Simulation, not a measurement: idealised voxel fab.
process module | voxel self aligned contacts
cross-section cut | 145 nm wide | cells 5 nm
A cross-section is a grid of square cells, given in bands from the top down. A band is one or more rows of cells.
Each band's line starts with the height of the band's top and of its bottom, in nm. Then come its materials from left to right, each with its width in nm. One material with "throughout" fills the band from edge to edge. "air" is empty space.
Height 0 is the level under which the wafer as received is all one material. The lowest band goes on downwards, as in "0 down".
A width such as "30 to 40" changes by the same amount from each row of cells to the next, from the band's top row to its bottom row.
"no change" after a step means that no cell of the cross-section changed.
closed voids: empty space of 8 cells or more with no open way to the top, each as width x height at its distance from the left edge, in nm
after a step's settings: what the simulator itself notes on the step
overlay nm, on a step with a mask: how far to the right of its planned place the mask lay; to the left if negative
plan
1 op RECEIVE | material Si
2 op CONFORMAL_DEP | material SiO2 | thk nm 5
3 op DIRECTIONAL_DEP | material polySi | thk nm 20
4 op DIRECTIONAL_DEP | material SiN | thk nm 20
5 op PATTERN | tone cover | mask id GATE | material resist | width nm 35 | pitch nm 70 | thk nm 15 | overlay nm 0
6 op DIRECTIONAL_ETCH | etch materials SiN | depth nm 20
7 op DIRECTIONAL_ETCH | etch materials polySi | depth nm 20
8 op STRIP | etch materials resist
9 op CONFORMAL_DEP | material SiN | thk nm 10
10 op DIRECTIONAL_ETCH | etch materials SiN | depth nm 10
11 op FILL_DEP | material SiO2 | thk nm 15
12 op CMP | height nm 55
13 op DIRECTIONAL_DEP | material aC | thk nm 15
14 op PATTERN | tone open | mask id CONTACT | material resist | width nm 55 | thk nm 30 | overlay nm 0
15 op DIRECTIONAL_ETCH | etch materials aC | depth nm 15
16 op STRIP | etch materials resist
17 op DIRECTIONAL_ETCH | etch materials SiO2 | depth nm 55
18 op STRIP | etch materials aC
19 op CONFORMAL_DEP | material TiN | thk nm 5
20 op FILL_DEP | material W | thk nm 10
21 op CMP | height nm 55
22 op CONFORMAL_DEP | material SiN | thk nm 5
as received, after step 1
  0 down: Si throughout
  closed voids: none
a wafer at the end: this start, this plan, one mistake
  60 to 55: SiN throughout
  55 to 50: SiO2 10 | SiN 55 | TiN 5 | W 5 | TiN 5 | SiN 55 | SiO2 10
  50 to 45: SiO2 10 | SiN 55 | TiN 15 | SiN 55 | SiO2 10
  45 to 25: SiN throughout
  25 to 5: polySi throughout
  5 to 0: SiO2 throughout
  0 down: Si throughout
  closed voids: none
what went wrong: step 4 was run twice
